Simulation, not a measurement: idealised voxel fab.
The document below concerns the process module designated voxel quadruple lines.
This is section cut - it's 280 nm across, gridded in 5 nm square cells.
The cross-sections in this document take the form of a grid made of square cells. They are written out as bands, in order from top to bottom. Each band consists of one or more rows of cells. Quick guide to a band line: top height, bottom height (nm) up front; then every material left to right with its width in nm. Only one material and it's marked "all across"? Then it fills the band edge to edge. And "air" just means empty space. Convention: height 0 is the level below which the wafer, as received, is all one material. The lowest band does not terminate at the bottom but continues downward, represented as "0 and below". So if you see something like "30->40" for the width, read it as the top row of the band sitting at the first number and the bottom row at the second, with every row in between moving by the same amount as the last. Where a step carries "no change", the cross-section came out of it unchanged, cell for cell. "Entrapped void list" contains a list of empty spaces, each no smaller than 8 cells and without an open way to the top, written in the form width x height at distance with the distance from the left edge and all three in nm. It should be noted that, on the line of a given step, the content following the step's settings is a remark produced by the simulator itself with respect to that step. The optional step-line setting "overlay nm" applies to steps with a mask and quantifies how far to the right of its planned location the mask lay, a negative value indicating leftward placement.

Here's what the planned process steps look like
step 1: RECEIVE,material Si
step 2: CONFORMAL_DEP,material SiO2,thk nm 10
step 3: DIRECTIONAL_DEP,material W,thk nm 10
step 4: DIRECTIONAL_DEP,material polySi,thk nm 20
step 5: DIRECTIONAL_DEP,material aC,thk nm 20
step 6: PATTERN,tone cover,mask id MANDREL,material resist,width nm 20,pitch nm 60,thk nm 25,overlay nm 0
step 7: DIRECTIONAL_ETCH,etch materials aC,depth nm 20
step 8: STRIP,etch materials resist
step 9: CONFORMAL_DEP,material SiO2,thk nm 10
step 10: DIRECTIONAL_ETCH,etch materials SiO2,depth nm 10
step 11: STRIP,etch materials aC
step 12: DIRECTIONAL_ETCH,etch materials polySi,depth nm 20
step 13: STRIP,etch materials SiO2
step 14: CONFORMAL_DEP,material SiCN,thk nm 5
step 15: DIRECTIONAL_ETCH,etch materials SiCN,depth nm 5
step 16: STRIP,etch materials polySi
step 17: DIRECTIONAL_ETCH,etch materials W,depth nm 10
step 18: STRIP,etch materials SiCN

first wafer, as planned

Cross-sectional view of the wafer in its as-received condition, corresponding to the state after step 1
	0 and below: Si all across
	Entrapped void list: none

Sectional view: wafer, after step 2
	10 down to 0: SiO2 all across
	All layers under 0 are left as they were.

Sectional view: wafer, after step 3
	20 down to 10: W all across
	All layers under 10 are left as they were.

Sectional view: wafer, after step 4
	40 down to 20: polySi all across
	All layers under 20 are left as they were.

Sectional view: wafer, after step 5
	60 down to 40: aC all across
	All layers under 40 are left as they were.

Sectional view: wafer, after step 6
	85 down to 60: air (100) / resist (20) / air (40) / resist (20) / air (100)
	All layers under 60 are left as they were.

Sectional view: wafer, after step 7
	65 down to 60: air (100) / resist (20) / air (40) / resist (20) / air (100)
	60 down to 40: air (100) / aC (20) / air (40) / aC (20) / air (100)
	All layers under 40 are left as they were.

Sectional view: wafer, after step 8
	60 down to 40: air (100) / aC (20) / air (40) / aC (20) / air (100)
	All layers under 40 are left as they were.

Sectional view: wafer, after step 9
	70 down to 60: air (90) / SiO2 (40) / air (20) / SiO2 (40) / air (90)
	60 down to 50: air (90) / SiO2 (10) / aC (20) / SiO2 (10) / air (20) / SiO2 (10) / aC (20) / SiO2 (10) / air (90)
	50 down to 40: SiO2 (100) / aC (20) / SiO2 (40) / aC (20) / SiO2 (100)
	All layers under 40 are left as they were.

Sectional view: wafer, after step 10
	60 down to 40: air (90) / SiO2 (10) / aC (20) / SiO2 (10) / air (20) / SiO2 (10) / aC (20) / SiO2 (10) / air (90)
	All layers under 40 are left as they were.

Sectional view: wafer, after step 11
	60 down to 40: air (90) / SiO2 (10) / air (20) / SiO2 (10) / air (20) / SiO2 (10) / air (20) / SiO2 (10) / air (90)
	All layers under 40 are left as they were.

Sectional view: wafer, after step 12
	60 down to 40: air (90) / SiO2 (10) / air (20) / SiO2 (10) / air (20) / SiO2 (10) / air (20) / SiO2 (10) / air (90)
	40 down to 20: air (90) / polySi (10) / air (20) / polySi (10) / air (20) / polySi (10) / air (20) / polySi (10) / air (90)
	All layers under 20 are left as they were.

Sectional view: wafer, after step 13
	40 down to 20: air (90) / polySi (10) / air (20) / polySi (10) / air (20) / polySi (10) / air (20) / polySi (10) / air (90)
	All layers under 20 are left as they were.

Sectional view: wafer, after step 14
	45 down to 40: air (85) / SiCN (20) / air (10) / SiCN (20) / air (10) / SiCN (20) / air (10) / SiCN (20) / air (85)
	40 down to 25: air (85) / SiCN (5) / polySi (10) / SiCN (5) / air (10) / SiCN (5) / polySi (10) / SiCN (5) / air (10) / SiCN (5) / polySi (10) / SiCN (5) / air (10) / SiCN (5) / polySi (10) / SiCN (5) / air (85)
	25 down to 20: SiCN (90) / polySi (10) / SiCN (20) / polySi (10) / SiCN (20) / polySi (10) / SiCN (20) / polySi (10) / SiCN (90)
	All layers under 20 are left as they were.

Sectional view: wafer, after step 15
	40 down to 20: air (85) / SiCN (5) / polySi (10) / SiCN (5) / air (10) / SiCN (5) / polySi (10) / SiCN (5) / air (10) / SiCN (5) / polySi (10) / SiCN (5) / air (10) / SiCN (5) / polySi (10) / SiCN (5) / air (85)
	All layers under 20 are left as they were.

Sectional view: wafer, after step 16
	40 down to 20: air (85) / SiCN (5) / air (10) / SiCN (5) / air (10) / SiCN (5) / air (10) / SiCN (5) / air (10) / SiCN (5) / air (10) / SiCN (5) / air (10) / SiCN (5) / air (10) / SiCN (5) / air (85)
	All layers under 20 are left as they were.

Sectional view: wafer, after step 17
	40 down to 20: air (85) / SiCN (5) / air (10) / SiCN (5) / air (10) / SiCN (5) / air (10) / SiCN (5) / air (10) / SiCN (5) / air (10) / SiCN (5) / air (10) / SiCN (5) / air (10) / SiCN (5) / air (85)
	20 down to 10: air (85) / W (5) / air (10) / W (5) / air (10) / W (5) / air (10) / W (5) / air (10) / W (5) / air (10) / W (5) / air (10) / W (5) / air (10) / W (5) / air (85)
	All layers under 10 are left as they were.

Sectional view: wafer, after step 18
	20 down to 10: air (85) / W (5) / air (10) / W (5) / air (10) / W (5) / air (10) / W (5) / air (10) / W (5) / air (10) / W (5) / air (10) / W (5) / air (10) / W (5) / air (85)
	All layers under 10 are left as they were.

The second wafer began exactly as the first did and followed the same plan, but one mistake was made while running it; through step 5 inclusive, the two wafers are identical

Second wafer, sectioned view, at step 6's planned end time
	85 down to 60: air (95) / resist (20) / air (40) / resist (20) / air (105)
	All layers under 60 are left as they were.

Second wafer, sectioned view, at step 7's planned end time
	65 down to 60: air (95) / resist (20) / air (40) / resist (20) / air (105)
	60 down to 40: air (95) / aC (20) / air (40) / aC (20) / air (105)
	All layers under 40 are left as they were.

Second wafer, sectioned view, at step 8's planned end time
	60 down to 40: air (95) / aC (20) / air (40) / aC (20) / air (105)
	All layers under 40 are left as they were.

Second wafer, sectioned view, at step 9's planned end time
	70 down to 60: air (85) / SiO2 (40) / air (20) / SiO2 (40) / air (95)
	60 down to 50: air (85) / SiO2 (10) / aC (20) / SiO2 (10) / air (20) / SiO2 (10) / aC (20) / SiO2 (10) / air (95)
	50 down to 40: SiO2 (95) / aC (20) / SiO2 (40) / aC (20) / SiO2 (105)
	All layers under 40 are left as they were.

Second wafer, sectioned view, at step 10's planned end time
	60 down to 40: air (85) / SiO2 (10) / aC (20) / SiO2 (10) / air (20) / SiO2 (10) / aC (20) / SiO2 (10) / air (95)
	All layers under 40 are left as they were.

Second wafer, sectioned view, at step 11's planned end time
	60 down to 40: air (85) / SiO2 (10) / air (20) / SiO2 (10) / air (20) / SiO2 (10) / air (20) / SiO2 (10) / air (95)
	All layers under 40 are left as they were.

Second wafer, sectioned view, at step 12's planned end time
	60 down to 40: air (85) / SiO2 (10) / air (20) / SiO2 (10) / air (20) / SiO2 (10) / air (20) / SiO2 (10) / air (95)
	40 down to 20: air (85) / polySi (10) / air (20) / polySi (10) / air (20) / polySi (10) / air (20) / polySi (10) / air (95)
	All layers under 20 are left as they were.

Second wafer, sectioned view, at step 13's planned end time
	40 down to 20: air (85) / polySi (10) / air (20) / polySi (10) / air (20) / polySi (10) / air (20) / polySi (10) / air (95)
	All layers under 20 are left as they were.

Second wafer, sectioned view, at step 14's planned end time
	45 down to 40: air (80) / SiCN (20) / air (10) / SiCN (20) / air (10) / SiCN (20) / air (10) / SiCN (20) / air (90)
	40 down to 25: air (80) / SiCN (5) / polySi (10) / SiCN (5) / air (10) / SiCN (5) / polySi (10) / SiCN (5) / air (10) / SiCN (5) / polySi (10) / SiCN (5) / air (10) / SiCN (5) / polySi (10) / SiCN (5) / air (90)
	25 down to 20: SiCN (85) / polySi (10) / SiCN (20) / polySi (10) / SiCN (20) / polySi (10) / SiCN (20) / polySi (10) / SiCN (95)
	All layers under 20 are left as they were.

Second wafer, sectioned view, at step 15's planned end time
	40 down to 20: air (80) / SiCN (5) / polySi (10) / SiCN (5) / air (10) / SiCN (5) / polySi (10) / SiCN (5) / air (10) / SiCN (5) / polySi (10) / SiCN (5) / air (10) / SiCN (5) / polySi (10) / SiCN (5) / air (90)
	All layers under 20 are left as they were.

Second wafer, sectioned view, at step 16's planned end time
	40 down to 20: air (80) / SiCN (5) / air (10) / SiCN (5) / air (10) / SiCN (5) / air (10) / SiCN (5) / air (10) / SiCN (5) / air (10) / SiCN (5) / air (10) / SiCN (5) / air (10) / SiCN (5) / air (90)
	All layers under 20 are left as they were.

Second wafer, sectioned view, at step 17's planned end time
	40 down to 20: air (80) / SiCN (5) / air (10) / SiCN (5) / air (10) / SiCN (5) / air (10) / SiCN (5) / air (10) / SiCN (5) / air (10) / SiCN (5) / air (10) / SiCN (5) / air (10) / SiCN (5) / air (90)
	20 down to 10: air (80) / W (5) / air (10) / W (5) / air (10) / W (5) / air (10) / W (5) / air (10) / W (5) / air (10) / W (5) / air (10) / W (5) / air (10) / W (5) / air (90)
	All layers under 10 are left as they were.

Second wafer, sectioned view, at step 18's planned end time
	20 down to 10: air (80) / W (5) / air (10) / W (5) / air (10) / W (5) / air (10) / W (5) / air (10) / W (5) / air (10) / W (5) / air (10) / W (5) / air (10) / W (5) / air (90)
	All layers under 10 are left as they were.
Heads up, the wafer didn't run the way we planned it: step 6 off recipe, ran as PATTERN,tone cover,mask id MANDREL,material resist,width nm 20,pitch nm 60,thk nm 25,overlay nm -5
At the end, the second wafer has the same number of cells of each material as the first, but those cells sit in other places.
